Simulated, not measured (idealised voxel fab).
process module | voxel gate over fins
cross-section cut | 240 nm wide | cells 5 nm
A cross-section is a grid of square cells, given in bands from the top down. A band is one or more rows of cells.
Each band's line starts with the height of the band's top and of its bottom, in nm. Then come its materials from left to right, each with its width in nm. One material with "throughout" fills the band from edge to edge. "air" is empty space.
Height 0 is the level under which the wafer as received is all one material. The lowest band goes on downwards, as in "0 down".
A width such as "30 to 40" changes by the same amount from each row of cells to the next, from the band's top row to its bottom row.
"no change" after a step means that no cell of the cross-section changed.
closed voids: empty space of 8 cells or more with no open way to the top, each as width x height at its distance from the left edge, in nm
after a step's settings: what the simulator itself notes on the step
overlay nm, on a step with a mask: how far to the right of its planned place the mask lay; to the left if negative
plan
1 op RECEIVE | material Si
2 op CONFORMAL_DEP | material SiN | thk nm 5
3 op DIRECTIONAL_DEP | material aC | thk nm 10
4 op PATTERN | tone cover | mask id FINS | material resist | width nm 15 | pitch nm 40 | thk nm 30 | overlay nm 0
5 op DIRECTIONAL_ETCH | etch materials aC | depth nm 10
6 op STRIP | etch materials resist
7 op DIRECTIONAL_ETCH | etch materials SiN | depth nm 5
8 op DIRECTIONAL_ETCH | etch materials Si | depth nm 40
9 op STRIP | etch materials aC
10 op OXIDIZE | depth nm 5
11 op FILL_DEP | material SiO2 | thk nm 5
12 op CMP | height nm 5
13 op SELECTIVE_ETCH | etch materials SiO2 | depth nm 15
14 op STRIP | etch materials SiN
15 op CONFORMAL_DEP | material HfO2 | thk nm 5
16 op CONFORMAL_DEP | material TiN | thk nm 5
17 op FILL_DEP | material W | thk nm 15
18 op CMP | height nm 20
19 op CONFORMAL_DEP | material SiN | thk nm 10
as received, after step 1
  0 down: Si throughout
  closed voids: none
first wafer at the end, as planned
  30 to 20: SiN throughout
  20 to 10: W throughout
  10 to 5: W 65 | TiN 25 | W 15 | TiN 25 | W 15 | TiN 25 | W 70
  5 to 0: W 65 | TiN 5 | HfO2 15 | TiN 5 | W 15 | TiN 5 | HfO2 15 | TiN 5 | W 15 | TiN 5 | HfO2 15 | TiN 5 | W 70
  0 to -5: TiN 70 | HfO2 5 | Si 5 | HfO2 5 | TiN 25 | HfO2 5 | Si 5 | HfO2 5 | TiN 25 | HfO2 5 | Si 5 | HfO2 5 | TiN 75
  -5 to -10: HfO2 75 | Si 5 | HfO2 35 | Si 5 | HfO2 35 | Si 5 | HfO2 80
  -10 to -45: SiO2 75 | Si 5 | SiO2 35 | Si 5 | SiO2 35 | Si 5 | SiO2 80
  -45 down: Si throughout
  closed voids: none
second wafer at the end: like start, like plan, one mistake
  30 to 20: SiN throughout
  20 to 10: W throughout
  10 to 5: W 65 | TiN 25 | W 15 | TiN 25 | W 15 | TiN 25 | W 70
  5 to 0: W 65 | TiN 5 | HfO2 15 | TiN 5 | W 15 | TiN 5 | HfO2 15 | TiN 5 | W 15 | TiN 5 | HfO2 15 | TiN 5 | W 70
  0 to -5: TiN 70 | HfO2 5 | Si 5 | HfO2 5 | TiN 25 | HfO2 5 | Si 5 | HfO2 5 | TiN 25 | HfO2 5 | Si 5 | HfO2 5 | TiN 75
  -5 to -10: HfO2 75 | Si 5 | HfO2 35 | Si 5 | HfO2 35 | Si 5 | HfO2 80
  -10 to -35: SiO2 75 | Si 5 | SiO2 35 | Si 5 | SiO2 35 | Si 5 | SiO2 80
  -35 down: Si throughout
  closed voids: none
what went wrong: step 8 ran as: op DIRECTIONAL_ETCH | etch materials Si | depth nm 30
at the end the second wafer has, in cells: 90 more of Si | 90 fewer of SiO2
